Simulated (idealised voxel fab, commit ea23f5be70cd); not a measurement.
process module | voxel self aligned contacts
cross-section cut | 215 nm wide | cells 5 nm
A cross-section is a grid of square cells, given in bands from the top down. A band is one or more rows of cells.
Each band's line starts with the height of the band's top and of its bottom, in nm. Then come its materials from left to right, each with its width in nm. One material with "throughout" fills the band from edge to edge. "air" is empty space.
Height 0 is the level under which the wafer as received is all one material. The lowest band goes on downwards, as in "0 down".
A width such as "30 to 40" changes by the same amount from each row of cells to the next, from the band's top row to its bottom row.
"no change" after a step means that no cell of the cross-section changed.
closed voids: empty space of 8 cells or more with no open way to the top, each as width x height at its distance from the left edge, in nm
after a step's settings: what the simulator itself notes on the step
overlay nm, on a step with a mask: how far to the right of its planned place the mask lay; to the left if negative
plan
1 op RECEIVE | material Si
2 op CONFORMAL_DEP | material SiO2 | thk nm 5
3 op DIRECTIONAL_DEP | material polySi | thk nm 30
4 op DIRECTIONAL_DEP | material SiN | thk nm 15
5 op DIRECTIONAL_DEP | material aC | thk nm 15
6 op PATTERN | tone cover | mask id GATE | material resist | width nm 35 | pitch nm 60 | thk nm 30 | overlay nm 0
7 op DIRECTIONAL_ETCH | etch materials aC | depth nm 15
8 op STRIP | etch materials resist
9 op DIRECTIONAL_ETCH | etch materials SiN | depth nm 15
10 op DIRECTIONAL_ETCH | etch materials polySi | depth nm 30
11 op STRIP | etch materials aC
12 op CONFORMAL_DEP | material SiN | thk nm 5
13 op DIRECTIONAL_ETCH | etch materials SiN | depth nm 5
14 op FILL_DEP | material SiO2 | thk nm 20
15 op CMP | height nm 60
16 op PATTERN | tone open | mask id CONTACT | material resist | width nm 45 | thk nm 20 | overlay nm 0
17 op DIRECTIONAL_ETCH | etch materials SiO2 | depth nm 60
18 op STRIP | etch materials resist
19 op CONFORMAL_DEP | material TiN | thk nm 5
20 op FILL_DEP | material W | thk nm 5
21 op CMP | height nm 60
22 op CONFORMAL_DEP | material SiN | thk nm 5
as received, after step 1
  0 down: Si throughout
  closed voids: none
first wafer at the end, as planned
  65 to 60: SiN throughout
  60 to 50: SiO2 85 | TiN 5 to 20 | W 35 to 5 | TiN 5 to 20 | SiO2 85
  50 to 35: SiO2 55 | SiN 45 | TiN 5 | W 5 | TiN 5 | SiN 45 | SiO2 55
  35 to 5: SiO2 55 | SiN 5 | polySi 35 | SiN 5 | TiN 5 | W 5 | TiN 5 | SiN 5 | polySi 35 | SiN 5 | SiO2 55
  5 to 0: SiO2 100 | TiN 15 | SiO2 100
  0 down: Si throughout
  closed voids: none
second wafer at the end: like start, like plan, one mistake
  65 to 60: SiN throughout
  60 to 50: SiO2 85 | TiN 5 | W 35 | TiN 5 | SiO2 85
  50 to 45: SiO2 85 | TiN 15 | W 15 | TiN 15 | SiO2 85
  45 to 35: SiO2 60 | SiN 35 | TiN 5 | W 15 | TiN 5 | SiN 35 | SiO2 60
  35 to 5: SiO2 60 | polySi 35 | TiN 5 | W 15 | TiN 5 | polySi 35 | SiO2 60
  5 to 0: SiO2 95 | TiN 25 | SiO2 95
  0 down: Si throughout
  closed voids: none
what went wrong: step 12 was left out
at the end the second wafer has, in cells: 50 fewer of SiN | 26 more of SiO2 | 24 more of W
